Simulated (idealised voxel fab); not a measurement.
You're looking at the process module voxel trench capacitor.
Section cut is 280 nm wide and gridded with 5 nm square cells.
Heads up, the way a cross-section reads in here is a grid of square cells, handed over as bands from the top down, with every band being one or more rows of cells. Top height, bottom height, nm. Materials left to right, width each, nm. Single material + "throughout" = fills band edge to edge. "blank" = empty. Counting heights begins at 0, where everything beneath is, in the wafer as received, one material. The lowest band has no bottom; it goes on downwards, as "top 0, no bottom" shows. A two-number width, for instance "30->40", indicates that the width is equal to the first number in the top row of the band and to the second number in the bottom row, and that it changes by a constant amount per row of cells. It should be understood that the words "no modification", when stated for a given step, signify that the cross-section underwent no change in any of its cells during that step. Listed in "Enclosed internal voids": every empty space of 8 or more cells without an open way to the top. Form: width x height at distance, the distance being from the left edge, all in nm. Read whatever lies past the settings on a step's line as the simulator's own remark about the step. The "overlay nm" setting may appear on a step's line; for a step that uses a mask, it gives how far to the right of its planned position the mask lay, and a negative value indicates the left.
### Here's what the planned process steps look like
step 1: RECEIVE | material Si
step 2: CONFORMAL_DEP | material SiN | thk nm 10
step 3: PATTERN | tone open | mask id TRENCH | material resist | width nm 25 | pitch nm 45 | thk nm 15 | overlay nm 0
step 4: DIRECTIONAL_ETCH | etch materials SiN | depth nm 10
step 5: DIRECTIONAL_ETCH | etch materials Si | depth nm 35
step 6: STRIP | etch materials resist
step 7: CONFORMAL_DEP | material Al2O3 | thk nm 5
step 8: FILL_DEP | material polySi | thk nm 10
step 9: CMP | height nm 10
### The first of the two wafers, which ran as planned
### Step 1 complete: cross-section of the wafer as received
top 0, no bottom = Si throughout
Enclosed internal voids: none
### How the wafer stands in section after step 2
top 10, bottom 0 = SiN throughout
Nothing below the height 0 has changed.
### How the wafer stands in section after step 3
top 25, bottom 10 = 60 nm resist, 25 nm blank, 20 nm resist, 25 nm blank, 20 nm resist, 25 nm blank, 20 nm resist, 25 nm blank, 60 nm resist
Nothing below the height 10 has changed.
### How the wafer stands in section after step 4
top 25, bottom 10 = 60 nm resist, 25 nm blank, 20 nm resist, 25 nm blank, 20 nm resist, 25 nm blank, 20 nm resist, 25 nm blank, 60 nm resist
top 10, bottom 0 = 60 nm SiN, 25 nm blank, 20 nm SiN, 25 nm blank, 20 nm SiN, 25 nm blank, 20 nm SiN, 25 nm blank, 60 nm SiN
Nothing below the height 0 has changed.
### How the wafer stands in section after step 5
top 25, bottom 10 = 60 nm resist, 25 nm blank, 20 nm resist, 25 nm blank, 20 nm resist, 25 nm blank, 20 nm resist, 25 nm blank, 60 nm resist
top 10, bottom 0 = 60 nm SiN, 25 nm blank, 20 nm SiN, 25 nm blank, 20 nm SiN, 25 nm blank, 20 nm SiN, 25 nm blank, 60 nm SiN
top 0, bottom -35 = 60 nm Si, 25 nm blank, 20 nm Si, 25 nm blank, 20 nm Si, 25 nm blank, 20 nm Si, 25 nm blank, 60 nm Si
Nothing below the height -35 has changed.
### How the wafer stands in section after step 6
top 10, bottom 0 = 60 nm SiN, 25 nm blank, 20 nm SiN, 25 nm blank, 20 nm SiN, 25 nm blank, 20 nm SiN, 25 nm blank, 60 nm SiN
Nothing below the height 0 has changed.
### How the wafer stands in section after step 7
top 15, bottom 10 = 65 nm Al2O3, 15 nm blank, 30 nm Al2O3, 15 nm blank, 30 nm Al2O3, 15 nm blank, 30 nm Al2O3, 15 nm blank, 65 nm Al2O3
top 10, bottom 0 = 60 nm SiN, 5 nm Al2O3, 15 nm blank, 5 nm Al2O3, 20 nm SiN, 5 nm Al2O3, 15 nm blank, 5 nm Al2O3, 20 nm SiN, 5 nm Al2O3, 15 nm blank, 5 nm Al2O3, 20 nm SiN, 5 nm Al2O3, 15 nm blank, 5 nm Al2O3, 60 nm SiN
top 0, bottom -30 = 60 nm Si, 5 nm Al2O3, 15 nm blank, 5 nm Al2O3, 20 nm Si, 5 nm Al2O3, 15 nm blank, 5 nm Al2O3, 20 nm Si, 5 nm Al2O3, 15 nm blank, 5 nm Al2O3, 20 nm Si, 5 nm Al2O3, 15 nm blank, 5 nm Al2O3, 60 nm Si
top -30, bottom -35 = 60 nm Si, 25 nm Al2O3, 20 nm Si, 25 nm Al2O3, 20 nm Si, 25 nm Al2O3, 20 nm Si, 25 nm Al2O3, 60 nm Si
Nothing below the height -35 has changed.
### How the wafer stands in section after step 8
top 25, bottom 15 = polySi throughout
top 15, bottom 10 = 65 nm Al2O3, 15 nm polySi, 30 nm Al2O3, 15 nm polySi, 30 nm Al2O3, 15 nm polySi, 30 nm Al2O3, 15 nm polySi, 65 nm Al2O3
top 10, bottom 0 = 60 nm SiN, 5 nm Al2O3, 15 nm polySi, 5 nm Al2O3, 20 nm SiN, 5 nm Al2O3, 15 nm polySi, 5 nm Al2O3, 20 nm SiN, 5 nm Al2O3, 15 nm polySi, 5 nm Al2O3, 20 nm SiN, 5 nm Al2O3, 15 nm polySi, 5 nm Al2O3, 60 nm SiN
top 0, bottom -30 = 60 nm Si, 5 nm Al2O3, 15 nm polySi, 5 nm Al2O3, 20 nm Si, 5 nm Al2O3, 15 nm polySi, 5 nm Al2O3, 20 nm Si, 5 nm Al2O3, 15 nm polySi, 5 nm Al2O3, 20 nm Si, 5 nm Al2O3, 15 nm polySi, 5 nm Al2O3, 60 nm Si
Nothing below the height -30 has changed.
### How the wafer stands in section after step 9
top 10, bottom 0 = 60 nm SiN, 5 nm Al2O3, 15 nm polySi, 5 nm Al2O3, 20 nm SiN, 5 nm Al2O3, 15 nm polySi, 5 nm Al2O3, 20 nm SiN, 5 nm Al2O3, 15 nm polySi, 5 nm Al2O3, 20 nm SiN, 5 nm Al2O3, 15 nm polySi, 5 nm Al2O3, 60 nm SiN
Nothing below the height 0 has changed.
### Second wafer, same starting conditions and recipe as the first, one mistake in executing it, nothing differs from the first up to and including step 6
### The second wafer in cross-section, at the planned close of step 7
top 15, bottom 0 = 65 nm SiN, 15 nm blank, 30 nm SiN, 15 nm blank, 30 nm SiN, 15 nm blank, 30 nm SiN, 15 nm blank, 65 nm SiN
top 0, bottom -30 = 60 nm Si, 5 nm SiN, 15 nm blank, 5 nm SiN, 20 nm Si, 5 nm SiN, 15 nm blank, 5 nm SiN, 20 nm Si, 5 nm SiN, 15 nm blank, 5 nm SiN, 20 nm Si, 5 nm SiN, 15 nm blank, 5 nm SiN, 60 nm Si
top -30, bottom -35 = 60 nm Si, 25 nm SiN, 20 nm Si, 25 nm SiN, 20 nm Si, 25 nm SiN, 20 nm Si, 25 nm SiN, 60 nm Si
Nothing below the height -35 has changed.
### The second wafer in cross-section, at the planned close of step 8
top 25, bottom 15 = polySi throughout
top 15, bottom 0 = 65 nm SiN, 15 nm polySi, 30 nm SiN, 15 nm polySi, 30 nm SiN, 15 nm polySi, 30 nm SiN, 15 nm polySi, 65 nm SiN
top 0, bottom -30 = 60 nm Si, 5 nm SiN, 15 nm polySi, 5 nm SiN, 20 nm Si, 5 nm SiN, 15 nm polySi, 5 nm SiN, 20 nm Si, 5 nm SiN, 15 nm polySi, 5 nm SiN, 20 nm Si, 5 nm SiN, 15 nm polySi, 5 nm SiN, 60 nm Si
Nothing below the height -30 has changed.
### The second wafer in cross-section, at the planned close of step 9
top 10, bottom 0 = 65 nm SiN, 15 nm polySi, 30 nm SiN, 15 nm polySi, 30 nm SiN, 15 nm polySi, 30 nm SiN, 15 nm polySi, 65 nm SiN
Nothing below the height 0 has changed.
Plan not followed: step 7 ran with different settings than intended, the actual operation and settings being CONFORMAL_DEP | material SiN | thk nm 5
Looking at both finished wafers in cells, the second ends up ahead of or behind the first on some materials: Al2O3: 84 fewer | SiN: 84 more
